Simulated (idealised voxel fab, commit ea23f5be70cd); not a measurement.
Title: Process Module voxel tone inversion
Cross-sectional view cut (width: 255 nm; square cell size: 5 nm).
The cross-sections in this document take the form of a grid made of square cells. They are written out as bands, in order from top to bottom. Each band consists of one or more rows of cells. In this notation a band is specified by the heights of its top and bottom, in that order and in nm, after which its materials appear from left to right, each paired with its width in nm. The word "everywhere" attached to a single material means that material fills the band from edge to edge; the word "air" stands for empty space. Basically, 0 is our baseline, since under it the wafer straight out of the box is all one material. The bottom band has no lower end and keeps on going down, so it looks like "from 0 down". The two numbers in a width such as "30 to 40" mark its ends across the band: the first belongs to the top row of cells, the second to the bottom row, and from each row to the next the width moves by the same amount. Where a step carries "remained unchanged", the cross-section came out of it unchanged, cell for cell. "Voids, fully enclosed" specifies each empty space that is not open to the top and that occupies no fewer than 8 cells, using the form width x height at distance, the distance measured from the left edge and all three quantities in nm. What comes after the settings on a step's line is commentary from the simulator itself on that step. "overlay nm" denotes, for a step that has a mask, the displacement of the mask to the right of its planned place, with negative values corresponding to the left.
### Intended process steps
step 1: RECEIVE | material Si
step 2: CONFORMAL_DEP | material SiN | thk nm 5
step 3: DIRECTIONAL_DEP | material polySi | thk nm 15
step 4: PATTERN | tone cover | mask id POSTS | material resist | width nm 25 | pitch nm 40 | thk nm 25 | overlay nm 0
step 5: DIRECTIONAL_ETCH | etch materials polySi | depth nm 15
step 6: STRIP | etch materials resist
step 7: FILL_DEP | material lowk | thk nm 5
step 8: CMP | height nm 20
step 9: STRIP | etch materials polySi
step 10: CONFORMAL_DEP | material TiN | thk nm 5
step 11: FILL_DEP | material Cu | thk nm 10
step 12: CMP | height nm 20
step 13: CONFORMAL_DEP | material SiN | thk nm 5
### Wafer as received: cross-section following step 1
* from 0 down = Si everywhere
* Voids, fully enclosed: none
### Cross-section, first of two wafers, end of module, run as planned
* from 25 to 20 = SiN everywhere
* from 20 to 10 = lowk=95, TiN=5, Cu=15, TiN=5, lowk=15, TiN=5, Cu=15, TiN=5, lowk=95
* from 10 to 5 = lowk=95, TiN=25, lowk=15, TiN=25, lowk=95
* from 5 to 0 = SiN everywhere
* from 0 down = Si everywhere
* Voids, fully enclosed: none
### Cross-sectional view of the second of two wafers upon completion of the module. This wafer shared its starting condition and process plan with the first; one error was made during its execution
* from 25 to 20 = SiN everywhere
* from 20 to 10 = lowk=105, TiN=5, Cu=15, TiN=5, lowk=15, TiN=5, Cu=15, TiN=5, lowk=85
* from 10 to 5 = lowk=105, TiN=25, lowk=15, TiN=25, lowk=85
* from 5 to 0 = SiN everywhere
* from 0 down = Si everywhere
* Voids, fully enclosed: none
what went wrong: rather than as planned, step 4 actually ran as PATTERN | tone cover | mask id POSTS | material resist | width nm 25 | pitch nm 40 | thk nm 25 | overlay nm 10
Final wafers compared: equal cell tally per material, rearranged layout.
